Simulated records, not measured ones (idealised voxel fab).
The following process module bears the name voxel gate over fins.
For reference, the cross-section in this document is cut, with width 165 nm and square cells of 5 nm.
A cross-section in this document is a grid of square cells, and it is written down as bands, the top band listed before the ones below it; a band is made up of one or more rows of cells.
Band: top height; bottom height; in nm. Then, left to right: material with width in nm, for each material. "everywhere": a single material spanning edge to edge. "air": empty space.
Heights are measured from 0, the level below which the as-received wafer is all one material; the lowest band has no bottom and continues downward, written as in "top 0, no bottom".
The two numbers in a width such as "30->40" mark its ends across the band: the first belongs to the top row of cells, the second to the bottom row, and from each row to the next the width moves by the same amount.
When a step is marked "remained the same", none of the cells in the cross-section changed during that step.
You'll see "Enclosed void listing" listing empty spaces that have no way open to the top, as long as they're 8 cells or more; the notation is width x height at distance, where the distance is from the left edge, and all of it is in nm.
Formally, on a step line, whatever follows the settings is a remark that the simulator itself makes on the step.
Steps that use a mask can have "overlay nm" on their line. It says how far the mask sat to the right of where it was meant to be. Negative means to the left.
-- Here's what the planned process steps look like
1: RECEIVE: material Si
2: CONFORMAL_DEP: material SiN, thk nm 5
3: MASKED_ETCH: tone cover, mask id FINS, width nm 15, pitch nm 40, etch materials SiN, depth nm 5, overlay nm 0
4: MASKED_ETCH: tone cover, mask id FINS, width nm 15, pitch nm 40, etch materials Si, depth nm 30, overlay nm 0
5: OXIDIZE: depth nm 5
6: FILL_DEP: material SiO2, thk nm 10
7: CMP: height nm 5
8: SELECTIVE_ETCH: etch materials SiO2, depth nm 15
9: STRIP: etch materials SiN
10: CONFORMAL_DEP: material HfO2, thk nm 5
11: CONFORMAL_DEP: material TiN, thk nm 5
12: CONFORMAL_DEP: material TiAl, thk nm 5
13: CONFORMAL_DEP: material TiN, thk nm 5
14: FILL_DEP: material W, thk nm 10
15: CMP: height nm 25
16: CONFORMAL_DEP: material SiN, thk nm 10
Heads up: all these wafers start the same, and what changes between them is the width nm in step 3. The value you see in the plan is just what the first wafer got.
-- First of several wafers (as received, post step 1), cross-sectional view
	top 0, no bottom: Si everywhere
	Enclosed void listing: none
-- Cross-sectional representation of the first of several wafers at the end of the module, i.e. after its terminal step, step 16
	top 35, bottom 25: SiN everywhere
	top 25, bottom 20: W everywhere
	top 20, bottom 15: 20 nm W  125 nm TiN  20 nm W
	top 15, bottom 10: 20 nm W  5 nm TiN  35 nm TiAl  5 nm TiN  35 nm TiAl  5 nm TiN  35 nm TiAl  5 nm TiN  20 nm W
	top 10, bottom 5: 25 nm TiN  5 nm TiAl  25 nm TiN  5 nm TiAl  5 nm TiN  5 nm TiAl  25 nm TiN  5 nm TiAl  5 nm TiN  5 nm TiAl  25 nm TiN  5 nm TiAl  25 nm TiN
	top 5, bottom 0: 30 nm TiAl  5 nm TiN  15 nm HfO2  5 nm TiN  15 nm TiAl  5 nm TiN  15 nm HfO2  5 nm TiN  15 nm TiAl  5 nm TiN  15 nm HfO2  5 nm TiN  30 nm TiAl
	top 0, bottom -5: 35 nm TiN  5 nm HfO2  5 nm Si  5 nm HfO2  25 nm TiN  5 nm HfO2  5 nm Si  5 nm HfO2  25 nm TiN  5 nm HfO2  5 nm Si  5 nm HfO2  35 nm TiN
	top -5, bottom -10: 40 nm HfO2  5 nm Si  35 nm HfO2  5 nm Si  35 nm HfO2  5 nm Si  40 nm HfO2
	top -10, bottom -35: 40 nm SiO2  5 nm Si  35 nm SiO2  5 nm Si  35 nm SiO2  5 nm Si  40 nm SiO2
	top -35, no bottom: Si everywhere
	Enclosed void listing: none
-- Showing the last wafer in cross-section at the end of the module
	top 35, bottom 25: SiN everywhere
	top 25, bottom 20: W everywhere
	top 20, bottom 15: 15 nm W  135 nm TiN  15 nm W
	top 15, bottom 10: 15 nm W  5 nm TiN  125 nm TiAl  5 nm TiN  15 nm W
	top 10, bottom 5: 20 nm TiN  5 nm TiAl  35 nm TiN  5 nm TiAl  35 nm TiN  5 nm TiAl  35 nm TiN  5 nm TiAl  20 nm TiN
	top 5, bottom 0: 25 nm TiAl  5 nm TiN  25 nm HfO2  5 nm TiN  5 nm TiAl  5 nm TiN  25 nm HfO2  5 nm TiN  5 nm TiAl  5 nm TiN  25 nm HfO2  5 nm TiN  25 nm TiAl
	top 0, bottom -5: 30 nm TiN  5 nm HfO2  15 nm Si  5 nm HfO2  15 nm TiN  5 nm HfO2  15 nm Si  5 nm HfO2  15 nm TiN  5 nm HfO2  15 nm Si  5 nm HfO2  30 nm TiN
	top -5, bottom -10: 35 nm HfO2  15 nm Si  25 nm HfO2  15 nm Si  25 nm HfO2  15 nm Si  35 nm HfO2
	top -10, bottom -35: 35 nm SiO2  15 nm Si  25 nm SiO2  15 nm Si  25 nm SiO2  15 nm Si  35 nm SiO2
	top -35, no bottom: Si everywhere
	Enclosed void listing: none
-- Below, a row for every wafer. Read it as the end-of-module picture: for each material the wafer shows its cells gained (+) or lost (-) since it was received, and then its closed voids
width nm 15; +45 HfO2; -210 Si; +66 SiN; +150 SiO2; +45 TiAl; +86 TiN; +49 W; Enclosed void listing: none
width nm 20; +45 HfO2; -189 Si; +66 SiN; +135 SiO2; +45 TiAl; +82 TiN; +47 W; Enclosed void listing: none
width nm 25; +45 HfO2; -168 Si; +66 SiN; +120 SiO2; +41 TiAl; +82 TiN; +45 W; Enclosed void listing: none
